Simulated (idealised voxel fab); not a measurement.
A process module follows: voxel wiring stack.
We display cut, a cross-section 190 nm in width whose square cells are each 5 nm.
We lay out every cross-section as a grid of square cells and spell it out in bands from the top down, where one band means one or more rows of cells. Band: top and bottom heights (nm) first, top before bottom; then materials from left to right, widths in nm. "all across" marks a sole material filling the band edge to edge. "air" denotes empty space. It should be noted that heights are counted from 0, beneath which the wafer as supplied is of one material throughout, and that the lowest band possesses no lower boundary but continues downward, as written in "0..down". The width entry "30 to 40" should be interpreted row by row: the top row of cells in the band takes the first number, the bottom row takes the second number, and the change between adjacent rows is uniform throughout. You'll sometimes find "no alteration" written for a step, and that's the way of saying that nowhere in the cross-section did a cell change during that step. Entry "Voids, fully enclosed" = empty spaces >= 8 cells with no open way to the top; each as width x height at distance, distance from left edge, all nm. Read whatever lies past the settings on a step's line as the simulator's own remark about the step. You can add "overlay nm" to a step's line. For a step with a mask, it describes how far the mask lay to the right of its planned position, and a negative number describes a lay to the left.

# plan
1. op RECEIVE | material Si
2. op CONFORMAL_DEP | material SiO2 | thk nm 10
3. op CONFORMAL_DEP | material SiCN | thk nm 5
4. op DIRECTIONAL_DEP | material lowk | thk nm 20
5. op DIRECTIONAL_DEP | material aC | thk nm 15
6. op PATTERN | tone open | mask id METAL_1 | material resist | width nm 25 | pitch nm 55 | thk nm 35 | overlay nm 0
7. op DIRECTIONAL_ETCH | etch materials aC | depth nm 15
8. op STRIP | etch materials resist
9. op DIRECTIONAL_ETCH | etch materials lowk | depth nm 20
10. op DIRECTIONAL_ETCH | etch materials SiCN | depth nm 5
11. op STRIP | etch materials aC
12. op CONFORMAL_DEP | material TiN | thk nm 5
13. op FILL_DEP | material Cu | thk nm 5
14. op CMP | height nm 35
15. op CONFORMAL_DEP | material SiCN | thk nm 5
16. op DIRECTIONAL_DEP | material lowk | thk nm 10
17. op DIRECTIONAL_DEP | material aC | thk nm 10
18. op PATTERN | tone open | mask id PLUG_1 | material resist | width nm 15 | thk nm 30 | overlay nm 0
19. op DIRECTIONAL_ETCH | etch materials aC | depth nm 10
20. op STRIP | etch materials resist
21. op DIRECTIONAL_ETCH | etch materials lowk | depth nm 10
22. op DIRECTIONAL_ETCH | etch materials SiCN | depth nm 5
23. op STRIP | etch materials aC
24. op EPI | material Ru | thk nm 10
25. op EPI | material Ru | thk nm 5
26. op DIRECTIONAL_DEP | material TiN | thk nm 5
27. op DIRECTIONAL_DEP | material Ru | thk nm 15
28. op DIRECTIONAL_DEP | material aC | thk nm 10
29. op PATTERN | tone cover | mask id METAL_2 | material resist | width nm 25 | pitch nm 55 | thk nm 30 | overlay nm 0
30. op DIRECTIONAL_ETCH | etch materials aC | depth nm 10
31. op STRIP | etch materials resist
32. op DIRECTIONAL_ETCH | etch materials Ru | depth nm 15
33. op DIRECTIONAL_ETCH | etch materials TiN | depth nm 5
34. op STRIP | etch materials aC
35. op CONFORMAL_DEP | material SiN | thk nm 5
36. op FILL_DEP | material SiO2 | thk nm 10
37. op CMP | height nm 70
38. op CONFORMAL_DEP | material SiCN | thk nm 5
39. op DIRECTIONAL_DEP | material lowk | thk nm 30
40. op DIRECTIONAL_DEP | material aC | thk nm 15
41. op PATTERN | tone open | mask id METAL_3 | material resist | width nm 25 | pitch nm 55 | thk nm 35 | overlay nm 0
42. op DIRECTIONAL_ETCH | etch materials aC | depth nm 15
43. op STRIP | etch materials resist
44. op DIRECTIONAL_ETCH | etch materials lowk | depth nm 20
45. op STRIP | etch materials aC
46. op PATTERN | tone open | mask id METAL_3_HOLES | material resist | width nm 15 | pitch nm 55 | thk nm 15 | overlay nm 0
47. op DIRECTIONAL_ETCH | etch materials lowk | depth nm 10
48. op DIRECTIONAL_ETCH | etch materials SiCN | depth nm 5
49. op STRIP | etch materials resist
50. op CONFORMAL_DEP | material TiN | thk nm 5
51. op FILL_DEP | material Ru | thk nm 5
52. op CMP | height nm 105
53. op CONFORMAL_DEP | material SiCN | thk nm 5
54. op DIRECTIONAL_DEP | material lowk | thk nm 25
55. op MASKED_ETCH | tone open | mask id METAL_4_HOLES | width nm 15 | pitch nm 55 | etch materials lowk | depth nm 25 | overlay nm 0
56. op DIRECTIONAL_DEP | material aC | thk nm 10
57. op PATTERN | tone open | mask id METAL_4 | material resist | width nm 25 | pitch nm 55 | thk nm 30 | overlay nm 0
58. op DIRECTIONAL_ETCH | etch materials aC | depth nm 10
59. op STRIP | etch materials resist
60. op DIRECTIONAL_ETCH | etch materials lowk | depth nm 15
61. op DIRECTIONAL_ETCH | etch materials SiCN | depth nm 5
62. op STRIP | etch materials aC
63. op CONFORMAL_DEP | material TiN | thk nm 5
64. op FILL_DEP | material Cu | thk nm 10
65. op CMP | height nm 135
66. op CONFORMAL_DEP | material SiCN | thk nm 5

# As-received state of the wafer in cross-section, equivalent to post-step 1
	0..down  Si all across
	Voids, fully enclosed: none

# Cross-sectional image of the first of two wafers at the end of the module, the run having proceeded as planned
	140..135  SiCN all across
	135..125  55 lowk; 5 TiN; 15 Cu; 5 TiN; 30 lowk; 5 TiN; 15 Cu; 5 TiN; 55 lowk
	125..120  55 lowk; 5 TiN; 5 Cu; 15 TiN; 30 lowk; 5 TiN; 5 Cu; 15 TiN; 55 lowk
	120..110  55 lowk; 5 TiN; 5 Cu; 5 TiN; 40 lowk; 5 TiN; 5 Cu; 5 TiN; 65 lowk
	110..105  55 SiCN; 15 TiN; 40 SiCN; 15 TiN; 65 SiCN
	105..90  55 lowk; 5 TiN; 15 Ru; 5 TiN; 30 lowk; 5 TiN; 15 Ru; 5 TiN; 55 lowk
	90..85  55 lowk; 5 TiN; 5 Ru; 15 TiN; 30 lowk; 5 TiN; 5 Ru; 15 TiN; 55 lowk
	85..75  55 lowk; 5 TiN; 5 Ru; 5 TiN; 40 lowk; 5 TiN; 5 Ru; 5 TiN; 65 lowk
	75..70  55 SiCN; 15 TiN; 40 SiCN; 15 TiN; 65 SiCN
	70..55  50 SiO2; 5 SiN; 25 Ru; 5 SiN; 20 SiO2; 5 SiN; 25 Ru; 5 SiN; 50 SiO2
	55..50  55 SiN; 25 TiN; 30 SiN; 25 TiN; 55 SiN
	50..40  55 lowk; 15 Ru; 120 lowk
	40..35  55 SiCN; 15 Ru; 120 SiCN
	35..15  55 lowk; 5 TiN; 15 Cu; 5 TiN; 30 lowk; 5 TiN; 15 Cu; 5 TiN; 55 lowk
	15..10  55 SiCN; 25 TiN; 30 SiCN; 25 TiN; 55 SiCN
	10..0  SiO2 all across
	0..down  Si all across
	Voids, fully enclosed: none

# Cross-sectional image of the second wafer of the two following completion of the module. Starting state and process plan were the same as for the first wafer; one execution error occurred
	140..135  SiCN all across
	135..125  55 lowk; 5 TiN; 15 Cu; 5 TiN; 30 lowk; 5 TiN; 15 Cu; 5 TiN; 55 lowk
	125..120  55 lowk; 5 TiN; 5 Cu; 15 TiN; 30 lowk; 5 TiN; 5 Cu; 15 TiN; 55 lowk
	120..110  55 lowk; 5 TiN; 5 Cu; 5 TiN; 40 lowk; 5 TiN; 5 Cu; 5 TiN; 65 lowk
	110..105  55 SiCN; 15 TiN; 40 SiCN; 15 TiN; 65 SiCN
	105..90  55 lowk; 5 TiN; 15 Ru; 5 TiN; 30 lowk; 5 TiN; 15 Ru; 5 TiN; 55 lowk
	90..85  55 lowk; 5 TiN; 5 Ru; 15 TiN; 30 lowk; 5 TiN; 5 Ru; 15 TiN; 55 lowk
	85..75  55 lowk; 5 TiN; 5 Ru; 5 TiN; 40 lowk; 5 TiN; 5 Ru; 5 TiN; 65 lowk
	75..70  55 SiCN; 15 TiN; 40 SiCN; 15 TiN; 65 SiCN
	70..65  50 SiO2; 35 SiN; 20 SiO2; 35 SiN; 50 SiO2
	65..50  50 SiO2; 5 SiN; 25 Ru; 5 SiN; 20 SiO2; 5 SiN; 25 Ru; 5 SiN; 50 SiO2
	50..45  55 SiN; 25 TiN; 30 SiN; 25 TiN; 55 SiN
	45..35  55 lowk; 15 Ru; 120 lowk
	35..30  55 SiCN; 15 Ru; 120 SiCN
	30..15  55 lowk; 5 TiN; 15 Cu; 5 TiN; 30 lowk; 5 TiN; 15 Cu; 5 TiN; 55 lowk
	15..10  55 SiCN; 25 TiN; 30 SiCN; 25 TiN; 55 SiCN
	10..0  SiO2 all across
	0..down  Si all across
	Voids, fully enclosed: none
It is concluded that the wafer was processed incorrectly with respect to the plan, in that step 14 ran with different settings than intended, the actual operation and settings being op CMP | height nm 30
The closing comparison, in cells, has the second wafer with more or fewer of some materials than the first: -6 Cu, +14 SiN, +24 SiO2, -4 TiN, -28 lowk
